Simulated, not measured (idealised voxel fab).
voxel capacitor over wiring: a process module
In the cross-section labelled cut, the width is 155 nm and each square cell is 5 nm.
Cross-section layout: square cells on a grid; listed as bands, top to bottom; a band spans one or more cell rows.
Band: top height; bottom height; in nm. Then, left to right: material with width in nm, for each material. "all across": a single material spanning edge to edge. "empty": empty space.
Zero point of the height axis is 0; under it, received wafer = one material. Lowest band: continues down indefinitely, "0 down".
Graded width ("30 to 40"): value in top row of band = first number; value in bottom row = second number; row-to-row change constant.
When a step is marked "nothing changed", none of the cells in the cross-section changed during that step.
Look at "Closed void entries" for the closed voids: empty spaces with no open path to the top, sized 8 cells or up. Each is width x height at distance, distance from the left edge, all nm.
If you see something after the settings on a step's line, that's the simulator's own remark about that step.
overlay nm, on a step with a mask: how far to the right of its planned place the mask lay; to the left if negative
Reading guide: pairs of cross-sections, before and after one process step; after view cut off at lowest changed band; step and settings listed under each pair. Pairs may stem from different runs of this module on the same starting wafer; continuity with the pair above only where the "Before-step section" entry states it.

Before-step section:
    45 to 35 = aC all across
    35 to 20 = W all across
    20 to 15 = lowk all across
    15 to 0 = SiO2 all across
    0 down = Si all across
    Closed void entries: none

As Processed:
    70 to 45 = empty 30, resist 20, empty 55, resist 20, empty 30
    No changes below 45.
    Closed void entries: none
What sits between those two cross-sections? PATTERN,tone cover,mask id METAL_1,material resist,width nm 20,pitch nm 75,thk nm 25,overlay nm 0

Before-step section: we pick up right where the pair above leaves off, with its after cross-section.

As Processed:
    60 to 45 = empty 30, resist 20, empty 55, resist 20, empty 30
    45 to 35 = empty 30, aC 20, empty 55, aC 20, empty 30
    No changes below 35.
    Closed void entries: none
What sits between those two cross-sections? DIRECTIONAL_ETCH,etch materials aC,depth nm 10

Before-step section: we pick up right where the pair above leaves off, with its after cross-section.

As Processed:
    45 to 35 = empty 30, aC 20, empty 55, aC 20, empty 30
    No changes below 35.
    Closed void entries: none
What sits between those two cross-sections? STRIP,etch materials resist

Before-step section: we pick up right where the pair above leaves off, with its after cross-section.

As Processed:
    45 to 35 = empty 30, aC 20, empty 55, aC 20, empty 30
    35 to 20 = empty 30, W 20, empty 55, W 20, empty 30
    No changes below 20.
    Closed void entries: none
What sits between those two cross-sections? DIRECTIONAL_ETCH,etch materials W,depth nm 15

Before-step section: we pick up right where the pair above leaves off, with its after cross-section.

As Processed:
    35 to 20 = empty 30, W 20, empty 55, W 20, empty 30
    No changes below 20.
    Closed void entries: none
What sits between those two cross-sections? STRIP,etch materials aC

Before-step section: we pick up right where the pair above leaves off, with its after cross-section.

As Processed:
    45 to 35 = SiO2 all across
    35 to 20 = SiO2 30, W 20, SiO2 55, W 20, SiO2 30
    No changes below 20.
    Closed void entries: none
What sits between those two cross-sections? FILL_DEP,material SiO2,thk nm 10

Before-step section: we pick up right where the pair above leaves off, with its after cross-section.

As Processed:
    35 to 20 = SiO2 30, W 20, SiO2 55, W 20, SiO2 30
    No changes below 20.
    Closed void entries: none
What sits between those two cross-sections? CMP,height nm 35

Before-step section: we pick up right where the pair above leaves off, with its after cross-section.

As Processed:
    40 to 35 = SiCN all across
    No changes below 35.
    Closed void entries: none
What sits between those two cross-sections? CONFORMAL_DEP,material SiCN,thk nm 5

Before-step section: we pick up right where the pair above leaves off, with its after cross-section.

As Processed:
    60 to 40 = lowk all across
    No changes below 40.
    Closed void entries: none
What sits between those two cross-sections? DIRECTIONAL_DEP,material lowk,thk nm 20

Before-step section: we pick up right where the pair above leaves off, with its after cross-section.

As Processed:
    75 to 60 = resist 35, empty 15, resist 105
    No changes below 60.
    Closed void entries: none
What sits between those two cross-sections? PATTERN,tone open,mask id PLUG_1,material resist,width nm 15,thk nm 15,overlay nm 0

Before-step section: we pick up right where the pair above leaves off, with its after cross-section.

As Processed:
    75 to 60 = resist 35, empty 15, resist 105
    60 to 40 = lowk 35, empty 15, lowk 105
    No changes below 40.
    Closed void entries: none
What sits between those two cross-sections? DIRECTIONAL_ETCH,etch materials lowk,depth nm 20

Before-step section: we pick up right where the pair above leaves off, with its after cross-section.

As Processed:
    75 to 60 = resist 35, empty 15, resist 105
    60 to 40 = lowk 35, empty 15, lowk 105
    40 to 35 = SiCN 35, empty 15, SiCN 105
    No changes below 35.
    Closed void entries: none
What sits between those two cross-sections? DIRECTIONAL_ETCH,etch materials SiCN,depth nm 5

Before-step section: we pick up right where the pair above leaves off, with its after cross-section.

As Processed:
    60 to 40 = lowk 35, empty 15, lowk 105
    No changes below 40.
    Closed void entries: none
What sits between those two cross-sections? STRIP,etch materials resist

Before-step section: we pick up right where the pair above leaves off, with its after cross-section.

As Processed:
    60 to 45 = lowk 35, empty 15, lowk 105
    45 to 40 = lowk 35, Ru 15, lowk 105
    40 to 35 = SiCN 35, Ru 15, SiCN 105
    No changes below 35.
    Closed void entries: none
What sits between those two cross-sections? EPI,material Ru,thk nm 10

Before-step section: we pick up right where the pair above leaves off, with its after cross-section.

As Processed:
    60 to 55 = lowk 35, empty 15, lowk 105
    55 to 40 = lowk 35, Ru 15, lowk 105
    No changes below 40.
    Closed void entries: none
What sits between those two cross-sections? EPI,material Ru,thk nm 10

Before-step section: we pick up right where the pair above leaves off, with its after cross-section.

As Processed:
    60 to 40 = lowk 35, Ru 15, lowk 105
    No changes below 40.
    Closed void entries: none
What sits between those two cross-sections? EPI,material Ru,thk nm 5

Before-step section: we pick up right where the pair above leaves off, with its after cross-section.

As Processed:
    70 to 60 = TiN all across
    No changes below 60.
    Closed void entries: none
What sits between those two cross-sections? DIRECTIONAL_DEP,material TiN,thk nm 10

Before-step section: we pick up right where the pair above leaves off, with its after cross-section.

As Processed:
    75 to 70 = SiN all across
    No changes below 70.
    Closed void entries: none
What sits between those two cross-sections? DIRECTIONAL_DEP,material SiN,thk nm 5

Before-step section: we pick up right where the pair above leaves off, with its after cross-section.

As Processed:
    85 to 75 = TiN all across
    No changes below 75.
    Closed void entries: none
What sits between those two cross-sections? DIRECTIONAL_DEP,material TiN,thk nm 10

Before-step section: we pick up right where the pair above leaves off, with its after cross-section.

As Processed:
    85 to 75 = empty 35, TiN 60, empty 60
    No changes below 75.
    Closed void entries: none
What sits between those two cross-sections? MASKED_ETCH,tone cover,mask id UPPER_PLATE,width nm 60,etch materials TiN,depth nm 10,overlay nm 0

Before-step section: we pick up right where the pair above leaves off, with its after cross-section.

As Processed:
    85 to 75 = empty 35, TiN 60, empty 60
    75 to 70 = empty 35, SiN 60, empty 60
    No changes below 70.
    Closed void entries: none
What sits between those two cross-sections? MASKED_ETCH,tone cover,mask id UPPER_PLATE,width nm 60,etch materials SiN,depth nm 5,overlay nm 0

Before-step section: we pick up right where the pair above leaves off, with its after cross-section.

As Processed:
    85 to 75 = empty 35, TiN 60, empty 60
    75 to 70 = empty 35, SiN 60, empty 60
    70 to 60 = empty 30, TiN 70, empty 55
    No changes below 60.
    Closed void entries: none
What sits between those two cross-sections? MASKED_ETCH,tone cover,mask id LOWER_PLATE,width nm 70,etch materials TiN,depth nm 10,overlay nm 0

Before-step section: we pick up right where the pair above leaves off, with its after cross-section.

As Processed:
    100 to 85 = SiO2 all across
    85 to 75 = SiO2 35, TiN 60, SiO2 60
    75 to 70 = SiO2 35, SiN 60, SiO2 60
    70 to 60 = SiO2 30, TiN 70, SiO2 55
    No changes below 60.
    Closed void entries: none
What sits between those two cross-sections? FILL_DEP,material SiO2,thk nm 15

Before-step section: we pick up right where the pair above leaves off, with its after cross-section.

As Processed:
    95 to 85 = SiO2 all across
    No changes below 85.
    Closed void entries: none
What sits between those two cross-sections? CMP,height nm 95

Before-step section: we pick up right where the pair above leaves off, with its after cross-section.

As Processed:
    95 to 85 = SiO2 45, empty 15, SiO2 95
    No changes below 85.
    Closed void entries: none
What sits between those two cross-sections? MASKED_ETCH,tone open,mask id PLUG_2,width nm 15,etch materials SiO2,depth nm 10,overlay nm 0

Before-step section: we pick up right where the pair above leaves off, with its after cross-section.

As Processed:
    100 to 95 = TiN 50, empty 5, TiN 100
    95 to 90 = SiO2 45, TiN 5, empty 5, TiN 5, SiO2 95
    90 to 85 = SiO2 45, TiN 15, SiO2 95
    No changes below 85.
    Closed void entries: none
What sits between those two cross-sections? CONFORMAL_DEP,material TiN,thk nm 5

Before-step section: we pick up right where the pair above leaves off, with its after cross-section.

As Processed:
    105 to 100 = Ru all across
    100 to 95 = TiN 50, Ru 5, TiN 100
    95 to 90 = SiO2 45, TiN 5, Ru 5, TiN 5, SiO2 95
    No changes below 90.
    Closed void entries: none
What sits between those two cross-sections? FILL_DEP,material Ru,thk nm 5

Before-step section: we pick up right where the pair above leaves off, with its after cross-section.

As Processed:
    95 to 90 = SiO2 45, TiN 5, Ru 5, TiN 5, SiO2 95
    No changes below 90.
    Closed void entries: none
What sits between those two cross-sections? CMP,height nm 95

Before-step section: we pick up right where the pair above leaves off, with its after cross-section.

As Processed:
    100 to 95 = SiN all across
    No changes below 95.
    Closed void entries: none
What sits between those two cross-sections? CONFORMAL_DEP,material SiN,thk nm 5

Before-step section:
    60 to 40 = lowk all across
    40 to 35 = SiCN all across
    35 to 20 = SiO2 30, W 20, SiO2 55, W 20, SiO2 30
    20 to 15 = SiO2 30, TiN 20, SiO2 55, TiN 20, SiO2 30
    15 to 0 = SiO2 all across
    0 down = Si all across
    Closed void entries: none

As Processed:
    75 to 60 = empty 35, resist 15, empty 105
    No changes below 60.
    Closed void entries: none
What sits between those two cross-sections? PATTERN,tone cover,mask id PLUG_1,material resist,width nm 15,thk nm 15,overlay nm 0

Before-step section: we pick up right where the pair above leaves off, with its after cross-section.

As Processed:
    75 to 60 = empty 35, resist 15, empty 105
    60 to 40 = empty 35, lowk 15, empty 105
    No changes below 40.
    Closed void entries: none
What sits between those two cross-sections? DIRECTIONAL_ETCH,etch materials lowk,depth nm 20

Before-step section: we pick up right where the pair above leaves off, with its after cross-section.

As Processed:
    75 to 60 = empty 35, resist 15, empty 105
    60 to 40 = empty 35, lowk 15, empty 105
    40 to 35 = empty 35, SiCN 15, empty 105
    No changes below 35.
    Closed void entries: none
What sits between those two cross-sections? DIRECTIONAL_ETCH,etch materials SiCN,depth nm 5

Before-step section: we pick up right where the pair above leaves off, with its after cross-section.

As Processed:
    60 to 40 = empty 35, lowk 15, empty 105
    No changes below 40.
    Closed void entries: none
What sits between those two cross-sections? STRIP,etch materials resist

Before-step section: we pick up right where the pair above leaves off, with its after cross-section.

As Processed:
    60 to 45 = empty 35, lowk 15, empty 105
    45 to 40 = empty 20, Ru 15, lowk 15, empty 45, Ru 40, empty 20
    40 to 35 = empty 20, Ru 15, SiCN 15, empty 45, Ru 40, empty 20
    No changes below 35.
    Closed void entries: none
What sits between those two cross-sections? EPI,material Ru,thk nm 10

Before-step section: we pick up right where the pair above leaves off, with its after cross-section.

As Processed:
    60 to 55 = empty 35, lowk 15, empty 105
    55 to 40 = empty 10, Ru 25, lowk 15, empty 35, Ru 60, empty 10
    40 to 35 = empty 10, Ru 25, SiCN 15, empty 35, Ru 60, empty 10
    No changes below 35.
    Closed void entries: none
What sits between those two cross-sections? EPI,material Ru,thk nm 10

Before-step section: we pick up right where the pair above leaves off, with its after cross-section.

As Processed:
    60 to 40 = empty 5, Ru 30, lowk 15, empty 30, Ru 70, empty 5
    40 to 35 = empty 5, Ru 30, SiCN 15, empty 30, Ru 70, empty 5
    No changes below 35.
    Closed void entries: none
What sits between those two cross-sections? EPI,material Ru,thk nm 5

Before-step section: we pick up right where the pair above leaves off, with its after cross-section.

As Processed:
    70 to 60 = empty 5, TiN 45, empty 30, TiN 70, empty 5
    60 to 45 = empty 5, Ru 30, lowk 15, empty 30, Ru 70, empty 5
    45 to 40 = TiN 5, Ru 30, lowk 15, TiN 30, Ru 70, TiN 5
    40 to 35 = TiN 5, Ru 30, SiCN 15, TiN 30, Ru 70, TiN 5
    No changes below 35.
    Closed void entries: none
What sits between those two cross-sections? DIRECTIONAL_DEP,material TiN,thk nm 10

Before-step section: we pick up right where the pair above leaves off, with its after cross-section.

As Processed:
    75 to 70 = empty 5, SiN 45, empty 30, SiN 70, empty 5
    70 to 60 = empty 5, TiN 45, empty 30, TiN 70, empty 5
    60 to 50 = empty 5, Ru 30, lowk 15, empty 30, Ru 70, empty 5
    50 to 45 = SiN 5, Ru 30, lowk 15, SiN 30, Ru 70, SiN 5
    No changes below 45.
    Closed void entries: none
What sits between those two cross-sections? DIRECTIONAL_DEP,material SiN,thk nm 5

Before-step section: we pick up right where the pair above leaves off, with its after cross-section.

As Processed:
    85 to 75 = empty 5, TiN 45, empty 30, TiN 70, empty 5
    75 to 70 = empty 5, SiN 45, empty 30, SiN 70, empty 5
    70 to 60 = empty 5, TiN 45, empty 30, TiN 70, empty 5
    60 to 50 = TiN 5, Ru 30, lowk 15, TiN 30, Ru 70, TiN 5
    No changes below 50.
    Closed void entries: none
What sits between those two cross-sections? DIRECTIONAL_DEP,material TiN,thk nm 10

Before-step section: we pick up right where the pair above leaves off, with its after cross-section.

As Processed:
    85 to 75 = empty 35, TiN 15, empty 30, TiN 15, empty 60
    75 to 70 = empty 5, SiN 45, empty 30, SiN 70, empty 5
    70 to 60 = empty 5, TiN 45, empty 30, TiN 70, empty 5
    60 to 50 = empty 5, Ru 30, lowk 15, TiN 30, Ru 70, empty 5
    No changes below 50.
    Closed void entries: none
What sits between those two cross-sections? MASKED_ETCH,tone cover,mask id UPPER_PLATE,width nm 60,etch materials TiN,depth nm 10,overlay nm 0

Before-step section: we pick up right where the pair above leaves off, with its after cross-section.

As Processed:
    85 to 75 = empty 35, TiN 15, empty 30, TiN 15, empty 60
    75 to 70 = empty 35, SiN 15, empty 30, SiN 15, empty 60
    70 to 60 = empty 5, TiN 45, empty 30, TiN 70, empty 5
    60 to 50 = empty 5, Ru 30, lowk 15, TiN 30, Ru 70, empty 5
    50 to 45 = empty 5, Ru 30, lowk 15, SiN 30, Ru 70, empty 5
    No changes below 45.
    Closed void entries: none
What sits between those two cross-sections? MASKED_ETCH,tone cover,mask id UPPER_PLATE,width nm 60,etch materials SiN,depth nm 5,overlay nm 0

Before-step section: we pick up right where the pair above leaves off, with its after cross-section.

As Processed:
    85 to 75 = empty 35, TiN 15, empty 30, TiN 15, empty 60
    75 to 70 = empty 35, SiN 15, empty 30, SiN 15, empty 60
    70 to 60 = empty 30, TiN 20, empty 30, TiN 20, empty 55
    60 to 50 = empty 5, Ru 30, lowk 15, TiN 30, Ru 70, empty 5
    50 to 45 = empty 5, Ru 30, lowk 15, SiN 30, Ru 70, empty 5
    45 to 40 = empty 5, Ru 30, lowk 15, TiN 30, Ru 70, empty 5
    40 to 35 = empty 5, Ru 30, SiCN 15, TiN 30, Ru 70, empty 5
    No changes below 35.
    Closed void entries: none
What sits between those two cross-sections? MASKED_ETCH,tone cover,mask id LOWER_PLATE,width nm 70,etch materials TiN,depth nm 10,overlay nm 0

Before-step section: we pick up right where the pair above leaves off, with its after cross-section.

As Processed:
    100 to 85 = SiO2 all across
    85 to 75 = SiO2 35, TiN 15, SiO2 30, TiN 15, SiO2 60
    75 to 70 = SiO2 35, SiN 15, SiO2 30, SiN 15, SiO2 60
    70 to 60 = SiO2 30, TiN 20, SiO2 30, TiN 20, SiO2 55
    60 to 50 = SiO2 5, Ru 30, lowk 15, TiN 30, Ru 70, SiO2 5
    50 to 45 = SiO2 5, Ru 30, lowk 15, SiN 30, Ru 70, SiO2 5
    45 to 40 = SiO2 5, Ru 30, lowk 15, TiN 30, Ru 70, SiO2 5
    40 to 35 = SiO2 5, Ru 30, SiCN 15, TiN 30, Ru 70, SiO2 5
    No changes below 35.
    Closed void entries: none
What sits between those two cross-sections? FILL_DEP,material SiO2,thk nm 15

Before-step section: we pick up right where the pair above leaves off, with its after cross-section.

As Processed:
    95 to 85 = SiO2 all across
    No changes below 85.
    Closed void entries: none
What sits between those two cross-sections? CMP,height nm 95

Before-step section: we pick up right where the pair above leaves off, with its after cross-section.

As Processed:
    95 to 85 = SiO2 45, empty 15, SiO2 95
    No changes below 85.
    Closed void entries: none
What sits between those two cross-sections? MASKED_ETCH,tone open,mask id PLUG_2,width nm 15,etch materials SiO2,depth nm 10,overlay nm 0

Before-step section: we pick up right where the pair above leaves off, with its after cross-section.

As Processed:
    100 to 95 = TiN 50, empty 5, TiN 100
    95 to 90 = SiO2 45, TiN 5, empty 5, TiN 5, SiO2 95
    90 to 85 = SiO2 45, TiN 15, SiO2 95
    No changes below 85.
    Closed void entries: none
What sits between those two cross-sections? CONFORMAL_DEP,material TiN,thk nm 5

Before-step section: we pick up right where the pair above leaves off, with its after cross-section.

As Processed:
    105 to 100 = Ru all across
    100 to 95 = TiN 50, Ru 5, TiN 100
    95 to 90 = SiO2 45, TiN 5, Ru 5, TiN 5, SiO2 95
    No changes below 90.
    Closed void entries: none
What sits between those two cross-sections? FILL_DEP,material Ru,thk nm 5

Before-step section: we pick up right where the pair above leaves off, with its after cross-section.

As Processed:
    95 to 90 = SiO2 45, TiN 5, Ru 5, TiN 5, SiO2 95
    No changes below 90.
    Closed void entries: none
What sits between those two cross-sections? CMP,height nm 95

Before-step section: we pick up right where the pair above leaves off, with its after cross-section.

As Processed:
    100 to 95 = SiN all across
    No changes below 95.
    Closed void entries: none
What sits between those two cross-sections? CONFORMAL_DEP,material SiN,thk nm 5
